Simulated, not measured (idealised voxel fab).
Proc. module: voxel self aligned vias
Cross-section cut spans 225 nm and uses square cells 5 nm in size.
Reading order for cross-sections: top band down to bottom band. Underlying form: a grid of square cells. Band size: one or more rows of cells.
Read a band's entry like this: the first values are the height of its top and the height of its bottom in nm, and what follows is the sequence of materials from left to right, each with its width in nm. Note that "blank" is empty space, and that a single material marked "edge to edge" reaches across the band from edge to edge.
It should be noted that heights are counted from 0, beneath which the wafer as supplied is of one material throughout, and that the lowest band possesses no lower boundary but continues downward, as written in "from 0 down".
Width: "30 to 40" (first number = top row, second number = bottom row, same change from row to row of cells).
Step note "no alterations made" = no cross-section cell changed.
The entry titled "Enclosed voids" provides the empty spaces that have no open way to the top, restricted to those of 8 cells or more. Each is presented as width x height at distance, the distance being measured from the left edge, with all three in nm.
Where a step's line continues beyond its settings, the continuation is a remark by the simulator itself on that step.
overlay nm: on a step with a mask, how far right of its planned place the mask lay; negative means left.

**Process steps (planned)**
- 1: RECEIVE | material Si
- 2: CONFORMAL_DEP | material SiO2 | thk nm 10
- 3: CONFORMAL_DEP | material SiCN | thk nm 5
- 4: DIRECTIONAL_DEP | material SiO2 | thk nm 20
- 5: PATTERN | tone open | mask id LINES | material resist | width nm 30 | pitch nm 65 | thk nm 15 | overlay nm 0
- 6: DIRECTIONAL_ETCH | etch materials SiO2 | depth nm 20
- 7: STRIP | etch materials resist
- 8: CONFORMAL_DEP | material TiN | thk nm 5
- 9: FILL_DEP | material Ru | thk nm 10
- 10: CMP | height nm 35
- 11: SELECTIVE_ETCH | etch materials W Ru TiN | depth nm 5
- 12: FILL_DEP | material SiN | thk nm 5
- 13: CMP | height nm 35
- 14: DIRECTIONAL_DEP | material SiO2 | thk nm 15
- 15: PATTERN | tone open | mask id VIAS | material resist | width nm 40 | pitch nm 65 | thk nm 15 | overlay nm 0
- 16: DIRECTIONAL_ETCH | etch materials SiO2 | depth nm 15
- 17: DIRECTIONAL_ETCH | etch materials SiN | depth nm 5
- 18: STRIP | etch materials resist
- 19: CONFORMAL_DEP | material TiN | thk nm 5
- 20: FILL_DEP | material Cu | thk nm 5
- 21: CMP | height nm 50
- 22: CONFORMAL_DEP | material SiCN | thk nm 5

**as received, after step 1**
    from 0 down = Si edge to edge
    Enclosed voids: none

**Post-module cross-section of the first of two wafers (run per plan)**
    from 55 to 50 = SiCN edge to edge
    from 50 to 40 = SiO2 25, then TiN 5, then Cu 30, then TiN 5, then SiO2 25, then TiN 5, then Cu 30, then TiN 5, then SiO2 25, then TiN 5, then Cu 30, then TiN 5, then SiO2 30
    from 40 to 35 = SiO2 25, then TiN 10, then Cu 20, then TiN 10, then SiO2 25, then TiN 10, then Cu 20, then TiN 10, then SiO2 25, then TiN 10, then Cu 20, then TiN 10, then SiO2 30
    from 35 to 30 = SiO2 30, then TiN 30, then SiO2 35, then TiN 30, then SiO2 35, then TiN 30, then SiO2 35
    from 30 to 20 = SiO2 30, then TiN 5, then Ru 20, then TiN 5, then SiO2 35, then TiN 5, then Ru 20, then TiN 5, then SiO2 35, then TiN 5, then Ru 20, then TiN 5, then SiO2 35
    from 20 to 15 = SiO2 30, then TiN 30, then SiO2 35, then TiN 30, then SiO2 35, then TiN 30, then SiO2 35
    from 15 to 10 = SiCN edge to edge
    from 10 to 0 = SiO2 edge to edge
    from 0 down = Si edge to edge
    Enclosed voids: none

**Wafer two (of two), end-of-module cross-section: start = wafer one, plan = wafer one, one run mistake**
    from 55 to 50 = SiCN edge to edge
    from 50 to 40 = SiO2 25, then TiN 5, then Cu 30, then TiN 5, then SiO2 25, then TiN 5, then Cu 30, then TiN 5, then SiO2 25, then TiN 5, then Cu 30, then TiN 5, then SiO2 30
    from 40 to 35 = SiO2 25, then TiN 40, then SiO2 25, then TiN 40, then SiO2 25, then TiN 40, then SiO2 30
    from 35 to 30 = SiCN edge to edge
    from 30 to 0 = SiO2 edge to edge
    from 0 down = Si edge to edge
    Enclosed voids: none
The plan and the run diverged here: plan vs actual: 3 and 4 interchanged
Upon completion, the second wafer contains, in terms of cells, a greater or smaller amount of certain materials than the first wafer: Cu: 12 fewer | Ru: 24 fewer | SiO2: 72 more | TiN: 36 fewer
